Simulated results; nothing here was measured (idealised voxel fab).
process module | voxel self aligned vias
Square cells of 5 nm make up the cross-section cut, whose width is 295 nm.
A cross-section is a grid of square cells, given in bands from the top down. A band is one or more rows of cells.
For a band, the entry starts with two heights in nm, that of the top and then that of the bottom, and carries on with the band's materials in order from left to right, each alongside its width in nm; the word "full width" beside a single material means it fills the band edge to edge, and "blank" means empty space.
Basically, 0 is our baseline, since under it the wafer straight out of the box is all one material. The bottom band has no lower end and keeps on going down, so it looks like "0..down".
Per-row width for "30->40": begins at first number (top row of band), ends at second number (bottom row), increment between rows held constant.
Step marked "all unchanged"? Then no cell in the cross-section changed in it.
The entry "Closed empty spaces" lists the empty spaces that cover at least 8 cells and have no open path to the top. Each is written as width x height at distance, where the distance is measured from the left edge and all three values are in nm.
On each step's line, the part that comes after the settings is the simulator's own comment on the step.
If you see "overlay nm" on a step's line and that step has a mask, it's telling you how far right of where it was planned the mask ended up; a negative number means it went left instead.

Set out below are the planned steps of the process:
1,RECEIVE,material Si
2,CONFORMAL_DEP,material SiO2,thk nm 15
3,CONFORMAL_DEP,material SiCN,thk nm 5
4,DIRECTIONAL_DEP,material lowk,thk nm 25
5,DIRECTIONAL_DEP,material aC,thk nm 15
6,PATTERN,tone open,mask id LINES,material resist,width nm 25,pitch nm 60,thk nm 30,overlay nm 0
7,DIRECTIONAL_ETCH,etch materials aC,depth nm 15
8,STRIP,etch materials resist
9,DIRECTIONAL_ETCH,etch materials lowk,depth nm 25
10,STRIP,etch materials aC
11,CONFORMAL_DEP,material TiN,thk nm 5
12,FILL_DEP,material Ru,thk nm 10
13,CMP,height nm 45
14,SELECTIVE_ETCH,etch materials W Ru TiN,depth nm 5
15,FILL_DEP,material SiN,thk nm 5
16,CMP,height nm 45
17,DIRECTIONAL_DEP,material lowk,thk nm 15
18,PATTERN,tone open,mask id VIAS,material resist,width nm 45,pitch nm 60,thk nm 15,overlay nm 0
19,DIRECTIONAL_ETCH,etch materials lowk,depth nm 15
20,DIRECTIONAL_ETCH,etch materials SiN,depth nm 5
21,STRIP,etch materials resist
22,CONFORMAL_DEP,material TiN,thk nm 5
23,FILL_DEP,material Ru,thk nm 10
24,CMP,height nm 60
25,CONFORMAL_DEP,material SiN,thk nm 5

The cross-section here shows the wafer as received, i.e. in its state after step 1:
- 0..down | Si full width
- Closed empty spaces: none

End-of-module cross-section. Starting structure and process plan as above; one mistake made in running it:
- 75..60 | SiN full width
- 60..50 | 65 nm lowk, then 5 nm TiN, then 35 nm Ru, then 5 nm TiN, then 15 nm lowk, then 5 nm TiN, then 35 nm Ru, then 5 nm TiN, then 15 nm lowk, then 5 nm TiN, then 35 nm Ru, then 5 nm TiN, then 65 nm lowk
- 50..45 | 65 nm lowk, then 15 nm TiN, then 15 nm Ru, then 15 nm TiN, then 15 nm lowk, then 15 nm TiN, then 15 nm Ru, then 15 nm TiN, then 15 nm lowk, then 15 nm TiN, then 15 nm Ru, then 15 nm TiN, then 65 nm lowk
- 45..40 | 75 nm lowk, then 25 nm TiN, then 35 nm lowk, then 25 nm TiN, then 35 nm lowk, then 25 nm TiN, then 75 nm lowk
- 40..25 | 75 nm lowk, then 5 nm TiN, then 15 nm Ru, then 5 nm TiN, then 35 nm lowk, then 5 nm TiN, then 15 nm Ru, then 5 nm TiN, then 35 nm lowk, then 5 nm TiN, then 15 nm Ru, then 5 nm TiN, then 75 nm lowk
- 25..20 | 75 nm lowk, then 25 nm TiN, then 35 nm lowk, then 25 nm TiN, then 35 nm lowk, then 25 nm TiN, then 75 nm lowk
- 20..15 | SiCN full width
- 15..0 | SiO2 full width
- 0..down | Si full width
- Closed empty spaces: none
Error vs. plan: heads up, step 25 didn't go per plan, it actually ran as CONFORMAL_DEP,material SiN,thk nm 15
